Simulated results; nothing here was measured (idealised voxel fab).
You're looking at the process module voxel wiring stack.
Displayed cross-section: cut, width of 260 nm, square cells sized 5 nm.
Think of the cross-section as a grid of square cells. We describe it in bands, top to bottom, and each band covers one or more rows of those cells.
First you get the band's top height and its bottom height, in nm, and then the materials it's made of, left to right, with each width in nm. If you see a single material with "all across", that one covers the band edge to edge. "empty" is empty space.
Heights are expressed relative to 0, this being the level below which the as-received wafer comprises one material exclusively. The lowest band is unbounded in the downward direction and is denoted as in "0 -> down".
The width entry "30->40" should be interpreted row by row: the top row of cells in the band takes the first number, the bottom row takes the second number, and the change between adjacent rows is uniform throughout.
The designation "remained unchanged", where it is given for a processing step, indicates that no cell of the cross-section was altered in the course of that step.
Any empty space of 8 cells or more lacking an open way to the top shows up in "Closed void inventory" as width x height at distance, distance from the left edge, in nm.
Heads up: the bit after the settings on a step's line is the simulator's remark on that step.
A step's line can hold "overlay nm"; with a mask on that step, the setting says how far right of the planned place the mask lay, while a negative setting says it lay to the left.
## Steps planned for the process
1) RECEIVE, material Si
2) CONFORMAL_DEP, material SiO2, thk nm 15
3) DIRECTIONAL_DEP, material TiN, thk nm 5
4) DIRECTIONAL_DEP, material W, thk nm 15
5) DIRECTIONAL_DEP, material aC, thk nm 10
6) PATTERN, tone cover, mask id METAL_1, material resist, width nm 20, pitch nm 50, thk nm 25, overlay nm 0
7) DIRECTIONAL_ETCH, etch materials aC, depth nm 10
8) STRIP, etch materials resist
9) DIRECTIONAL_ETCH, etch materials W, depth nm 15
10) DIRECTIONAL_ETCH, etch materials TiN, depth nm 5
11) STRIP, etch materials aC
12) FILL_DEP, material SiO2, thk nm 5
13) CMP, height nm 35
14) CONFORMAL_DEP, material SiCN, thk nm 5
15) DIRECTIONAL_DEP, material SiO2, thk nm 20
16) PATTERN, tone open, mask id PLUG_1, material resist, width nm 15, pitch nm 50, thk nm 15, overlay nm 0
17) DIRECTIONAL_ETCH, etch materials SiO2, depth nm 20
18) DIRECTIONAL_ETCH, etch materials SiCN, depth nm 5
19) STRIP, etch materials resist
20) CONFORMAL_DEP, material TiN, thk nm 5
21) FILL_DEP, material Cu, thk nm 10
22) CMP, height nm 60
23) CONFORMAL_DEP, material SiN, thk nm 5
24) DIRECTIONAL_DEP, material lowk, thk nm 25
25) DIRECTIONAL_DEP, material aC, thk nm 15
26) PATTERN, tone open, mask id METAL_2, material resist, width nm 15, pitch nm 50, thk nm 35, overlay nm 0
27) DIRECTIONAL_ETCH, etch materials aC, depth nm 15
28) STRIP, etch materials resist
29) DIRECTIONAL_ETCH, etch materials lowk, depth nm 25
30) DIRECTIONAL_ETCH, etch materials SiN, depth nm 5
31) STRIP, etch materials aC
32) CONFORMAL_DEP, material TiN, thk nm 5
33) FILL_DEP, material W, thk nm 10
34) CMP, height nm 90
35) EPI, material Ru, thk nm 5
36) FILL_DEP, material SiCN, thk nm 5
37) DIRECTIONAL_DEP, material lowk, thk nm 35
38) DIRECTIONAL_DEP, material aC, thk nm 15
39) PATTERN, tone open, mask id METAL_3, material resist, width nm 20, pitch nm 50, thk nm 35, overlay nm 0
40) DIRECTIONAL_ETCH, etch materials aC, depth nm 15
41) STRIP, etch materials resist
42) DIRECTIONAL_ETCH, etch materials lowk, depth nm 20
43) STRIP, etch materials aC
44) DIRECTIONAL_DEP, material aC, thk nm 10
45) PATTERN, tone open, mask id METAL_3_HOLES, material resist, width nm 15, pitch nm 50, thk nm 30, overlay nm 0
46) DIRECTIONAL_ETCH, etch materials aC, depth nm 10
47) STRIP, etch materials resist
48) DIRECTIONAL_ETCH, etch materials lowk, depth nm 15
49) DIRECTIONAL_ETCH, etch materials SiCN, depth nm 5
50) STRIP, etch materials aC
51) CONFORMAL_DEP, material TiN, thk nm 5
52) FILL_DEP, material Ru, thk nm 10
53) CMP, height nm 135
54) CONFORMAL_DEP, material SiCN, thk nm 5
55) DIRECTIONAL_DEP, material lowk, thk nm 25
56) PATTERN, tone open, mask id METAL_4, material resist, width nm 20, pitch nm 50, thk nm 20, overlay nm 0
57) DIRECTIONAL_ETCH, etch materials lowk, depth nm 15
58) STRIP, etch materials resist
59) MASKED_ETCH, tone open, mask id METAL_4_HOLES, width nm 15, pitch nm 50, etch materials lowk, depth nm 10, overlay nm 0
60) MASKED_ETCH, tone open, mask id METAL_4_HOLES, width nm 15, pitch nm 50, etch materials SiCN, depth nm 5, overlay nm 0
61) CONFORMAL_DEP, material TiN, thk nm 5
62) FILL_DEP, material Cu, thk nm 10
63) CMP, height nm 165
64) CONFORMAL_DEP, material SiN, thk nm 5
Where the wafers of this document differ is in the width nm of step 26; they start out the same, and the plan states the value that applied to the first wafer.
## The as-received cross-section of the first of several wafers corresponds to the state after step 1
0 -> down: Si all across
Closed void inventory: none
## Take a look at the first of several wafers in cross-section: the module is done, and step 64 was its last step
170 -> 165: SiN all across
165 -> 155: lowk: 70, TiN: 5, Cu: 10, TiN: 5, lowk: 30, TiN: 5, Cu: 10, TiN: 5, lowk: 30, TiN: 5, Cu: 10, TiN: 5, lowk: 70
155 -> 150: lowk: 70, TiN: 5, Cu: 5, TiN: 10, lowk: 30, TiN: 5, Cu: 5, TiN: 10, lowk: 30, TiN: 5, Cu: 5, TiN: 10, lowk: 70
150 -> 140: lowk: 70, TiN: 5, Cu: 5, TiN: 5, lowk: 35, TiN: 5, Cu: 5, TiN: 5, lowk: 35, TiN: 5, Cu: 5, TiN: 5, lowk: 75
140 -> 135: SiCN: 70, TiN: 15, SiCN: 35, TiN: 15, SiCN: 35, TiN: 15, SiCN: 75
135 -> 120: lowk: 70, TiN: 5, Ru: 10, TiN: 5, lowk: 30, TiN: 5, Ru: 10, TiN: 5, lowk: 30, TiN: 5, Ru: 10, TiN: 5, lowk: 70
120 -> 115: lowk: 70, TiN: 5, Ru: 5, TiN: 10, lowk: 30, TiN: 5, Ru: 5, TiN: 10, lowk: 30, TiN: 5, Ru: 5, TiN: 10, lowk: 70
115 -> 100: lowk: 70, TiN: 5, Ru: 5, TiN: 5, lowk: 35, TiN: 5, Ru: 5, TiN: 5, lowk: 35, TiN: 5, Ru: 5, TiN: 5, lowk: 75
100 -> 95: SiCN: 70, TiN: 15, SiCN: 35, TiN: 15, SiCN: 35, TiN: 15, SiCN: 75
95 -> 90: SiCN: 70, Ru: 25, SiCN: 25, Ru: 25, SiCN: 25, Ru: 25, SiCN: 65
90 -> 65: lowk: 75, TiN: 5, W: 5, TiN: 5, lowk: 35, TiN: 5, W: 5, TiN: 5, lowk: 35, TiN: 5, W: 5, TiN: 5, lowk: 70
65 -> 60: SiN: 75, TiN: 15, SiN: 35, TiN: 15, SiN: 35, TiN: 15, SiN: 70
60 -> 40: SiO2: 70, TiN: 5, Cu: 5, TiN: 5, SiO2: 35, TiN: 5, Cu: 5, TiN: 5, SiO2: 35, TiN: 5, Cu: 5, TiN: 5, SiO2: 75
40 -> 35: SiCN: 70, TiN: 15, SiCN: 35, TiN: 15, SiCN: 35, TiN: 15, SiCN: 75
35 -> 20: SiO2: 70, W: 20, SiO2: 30, W: 20, SiO2: 30, W: 20, SiO2: 70
20 -> 15: SiO2: 70, TiN: 20, SiO2: 30, TiN: 20, SiO2: 30, TiN: 20, SiO2: 70
15 -> 0: SiO2 all across
0 -> down: Si all across
Closed void inventory: none
## Cross-section, last wafer, module completion
170 -> 165: SiN all across
165 -> 155: lowk: 70, TiN: 5, Cu: 10, TiN: 5, lowk: 30, TiN: 5, Cu: 10, TiN: 5, lowk: 30, TiN: 5, Cu: 10, TiN: 5, lowk: 70
155 -> 150: lowk: 70, TiN: 5, Cu: 5, TiN: 10, lowk: 30, TiN: 5, Cu: 5, TiN: 10, lowk: 30, TiN: 5, Cu: 5, TiN: 10, lowk: 70
150 -> 140: lowk: 70, TiN: 5, Cu: 5, TiN: 5, lowk: 35, TiN: 5, Cu: 5, TiN: 5, lowk: 35, TiN: 5, Cu: 5, TiN: 5, lowk: 75
140 -> 135: SiCN: 70, TiN: 15, SiCN: 35, TiN: 15, SiCN: 35, TiN: 15, SiCN: 75
135 -> 120: lowk: 70, TiN: 5, Ru: 10, TiN: 5, lowk: 30, TiN: 5, Ru: 10, TiN: 5, lowk: 30, TiN: 5, Ru: 10, TiN: 5, lowk: 70
120 -> 115: lowk: 70, TiN: 5, Ru: 5, TiN: 10, lowk: 30, TiN: 5, Ru: 5, TiN: 10, lowk: 30, TiN: 5, Ru: 5, TiN: 10, lowk: 70
115 -> 100: lowk: 70, TiN: 5, Ru: 5, TiN: 5, lowk: 35, TiN: 5, Ru: 5, TiN: 5, lowk: 35, TiN: 5, Ru: 5, TiN: 5, lowk: 75
100 -> 95: SiCN: 70, TiN: 15, SiCN: 35, TiN: 15, SiCN: 35, TiN: 15, SiCN: 75
95 -> 90: SiCN: 60, Ru: 45, SiCN: 5, Ru: 45, SiCN: 5, Ru: 45, SiCN: 55
90 -> 65: lowk: 65, TiN: 5, W: 25, TiN: 5, lowk: 15, TiN: 5, W: 25, TiN: 5, lowk: 15, TiN: 5, W: 25, TiN: 5, lowk: 60
65 -> 60: SiN: 65, TiN: 35, SiN: 15, TiN: 35, SiN: 15, TiN: 35, SiN: 60
60 -> 40: SiO2: 70, TiN: 5, Cu: 5, TiN: 5, SiO2: 35, TiN: 5, Cu: 5, TiN: 5, SiO2: 35, TiN: 5, Cu: 5, TiN: 5, SiO2: 75
40 -> 35: SiCN: 70, TiN: 15, SiCN: 35, TiN: 15, SiCN: 35, TiN: 15, SiCN: 75
35 -> 20: SiO2: 70, W: 20, SiO2: 30, W: 20, SiO2: 30, W: 20, SiO2: 70
20 -> 15: SiO2: 70, TiN: 20, SiO2: 30, TiN: 20, SiO2: 30, TiN: 20, SiO2: 70
15 -> 0: SiO2 all across
0 -> down: Si all across
Closed void inventory: none
## Below: a row per wafer. Contents at end of module: for every material, cells gained since receipt (+) or lost since receipt (-); then closed voids
width nm 15; +33 Cu; +45 Ru; +166 SiCN; +95 SiN; +488 SiO2; +180 TiN; +51 W; +710 lowk; Closed void inventory: none
width nm 20; +33 Cu; +48 Ru; +163 SiCN; +92 SiN; +488 SiO2; +183 TiN; +66 W; +695 lowk; Closed void inventory: none
width nm 25; +33 Cu; +51 Ru; +160 SiCN; +89 SiN; +488 SiO2; +186 TiN; +81 W; +680 lowk; Closed void inventory: none
width nm 30; +33 Cu; +54 Ru; +157 SiCN; +86 SiN; +488 SiO2; +189 TiN; +96 W; +665 lowk; Closed void inventory: none
width nm 35; +33 Cu; +57 Ru; +154 SiCN; +83 SiN; +488 SiO2; +192 TiN; +111 W; +650 lowk; Closed void inventory: none
